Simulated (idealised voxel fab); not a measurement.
process module | voxel tone inversion
cross-section cut | 160 nm wide | cells 5 nm
A cross-section is a grid of square cells, given in bands from the top down. A band is one or more rows of cells.
Each band's line starts with the height of the band's top and of its bottom, in nm. Then come its materials from left to right, each with its width in nm. One material with "throughout" fills the band from edge to edge. "air" is empty space.
Height 0 is the level under which the wafer as received is all one material. The lowest band goes on downwards, as in "0 down".
A width such as "30 to 40" changes by the same amount from each row of cells to the next, from the band's top row to its bottom row.
"no change" after a step means that no cell of the cross-section changed.
closed voids: empty space of 8 cells or more with no open way to the top, each as width x height at its distance from the left edge, in nm
after a step's settings: what the simulator itself notes on the step
overlay nm, on a step with a mask: how far to the right of its planned place the mask lay; to the left if negative
plan
1 op RECEIVE | material Si
2 op CONFORMAL_DEP | material SiN | thk nm 10
3 op DIRECTIONAL_DEP | material aC | thk nm 15
4 op PATTERN | tone cover | mask id POSTS | material resist | width nm 15 | pitch nm 40 | thk nm 20 | overlay nm 0
5 op DIRECTIONAL_ETCH | etch materials aC | depth nm 15
6 op STRIP | etch materials resist
7 op FILL_DEP | material SiO2 | thk nm 5
8 op CMP | height nm 25
9 op STRIP | etch materials aC
first wafer, as planned
as received, after step 1
  0 down: Si throughout
  closed voids: none
after step 2
  10 to 0: SiN throughout
  below 0: unchanged
after step 3
  25 to 10: aC throughout
  below 10: unchanged
after step 4
  45 to 25: air 30 | resist 15 | air 25 | resist 15 | air 25 | resist 15 | air 35
  below 25: unchanged
after step 5
  30 to 25: air 30 | resist 15 | air 25 | resist 15 | air 25 | resist 15 | air 35
  25 to 10: air 30 | aC 15 | air 25 | aC 15 | air 25 | aC 15 | air 35
  below 10: unchanged
after step 6
  25 to 10: air 30 | aC 15 | air 25 | aC 15 | air 25 | aC 15 | air 35
  below 10: unchanged
after step 7
  30 to 25: SiO2 throughout
  25 to 10: SiO2 30 | aC 15 | SiO2 25 | aC 15 | SiO2 25 | aC 15 | SiO2 35
  below 10: unchanged
after step 8
  25 to 10: SiO2 30 | aC 15 | SiO2 25 | aC 15 | SiO2 25 | aC 15 | SiO2 35
  below 10: unchanged
after step 9
  25 to 10: SiO2 30 | air 15 | SiO2 25 | air 15 | SiO2 25 | air 15 | SiO2 35
  below 10: unchanged
second wafer: like start, like plan, one mistake. Through step 8 it matches the first wafer
when step 9 should have ended
  25 to 10: SiO2 30 | air 15 | SiO2 25 | air 15 | SiO2 25 | air 15 | SiO2 35
  below 10: unchanged
what went wrong: step 9 was run twice
at the end the two cross-sections are the same: no effect in what this model computes
